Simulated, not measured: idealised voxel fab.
You're looking at the process module voxel tone inversion.
Displayed cross-section: cut, width of 200 nm, square cells sized 5 nm.
In what follows, cross-sections appear as grids of square cells, described through bands that run from the top down, where every band is one or more rows of cells. Band: top and bottom heights (nm) first, top before bottom; then materials from left to right, widths in nm. "everywhere" marks a sole material filling the band edge to edge. "air" denotes empty space. It should be noted that heights are counted from 0, beneath which the wafer as supplied is of one material throughout, and that the lowest band possesses no lower boundary but continues downward, as written in "top 0, no bottom". Note: "30..40" means the width goes from the first number (top row of the band) to the second number (bottom row) in equal steps per row of cells. Step marked "remained unchanged"? Then no cell in the cross-section changed in it. "Closed cavities" specifies each empty space that is not open to the top and that occupies no fewer than 8 cells, using the form width x height at distance, the distance measured from the left edge and all three quantities in nm. It should be noted that, on the line of a given step, the content following the step's settings is a remark produced by the simulator itself with respect to that step. Among the settings permitted on a step's line is "overlay nm"; applied to a step with a mask, it specifies the extent to which the mask lay to the right of its planned position, whereas a negative figure signifies a position to the left.
Steps in the process plan
1: RECEIVE: material Si
2: CONFORMAL_DEP: material SiCN, thk nm 5
3: DIRECTIONAL_DEP: material polySi, thk nm 25
4: PATTERN: tone cover, mask id POSTS, material resist, width nm 25, pitch nm 45, thk nm 30, overlay nm 0
5: DIRECTIONAL_ETCH: etch materials polySi, depth nm 25
6: STRIP: etch materials resist
7: FILL_DEP: material lowk, thk nm 10
8: CMP: height nm 30
9: STRIP: etch materials polySi
10: CONFORMAL_DEP: material TiN, thk nm 5
11: FILL_DEP: material Cu, thk nm 10
12: CMP: height nm 30
13: CONFORMAL_DEP: material SiN, thk nm 5
Heads up: all these wafers start the same, and what changes between them is the thk nm in step 10. The value you see in the plan is just what the first wafer got.
Cross-section, first of several wafers, as delivered after step 1
	top 0, no bottom = Si everywhere
	Closed cavities: none
Once step 13, the last step, is complete, the module is at its end; this is the cross-section of the first of several wafers
	top 35, bottom 30 = SiN everywhere
	top 30, bottom 10 = lowk: 40; TiN: 5; Cu: 15; TiN: 5; lowk: 20; TiN: 5; Cu: 15; TiN: 5; lowk: 20; TiN: 5; Cu: 15; TiN: 5; lowk: 45
	top 10, bottom 5 = lowk: 40; TiN: 25; lowk: 20; TiN: 25; lowk: 20; TiN: 25; lowk: 45
	top 5, bottom 0 = SiCN everywhere
	top 0, no bottom = Si everywhere
	Closed cavities: none
Cross-section, last wafer, module completion
	top 35, bottom 30 = SiN everywhere
	top 30, bottom 5 = lowk: 40; TiN: 25; lowk: 20; TiN: 25; lowk: 20; TiN: 25; lowk: 45
	top 5, bottom 0 = SiCN everywhere
	top 0, no bottom = Si everywhere
	Closed cavities: none
The rows of the table below are wafers. Looking at the end of the module, a row counts, for every material, the cells the wafer has gained, shown as (+), or lost, shown as (-), since it was received; its closed voids come next
thk nm 5 | +36 Cu | +40 SiCN | +40 SiN | +39 TiN | +125 lowk | Closed cavities: none
thk nm 10 | +9 Cu | +40 SiCN | +40 SiN | +66 TiN | +125 lowk | Closed cavities: none
thk nm 15 | +40 SiCN | +40 SiN | +75 TiN | +125 lowk | Closed cavities: none
thk nm 20 | +40 SiCN | +40 SiN | +75 TiN | +125 lowk | Closed cavities: none
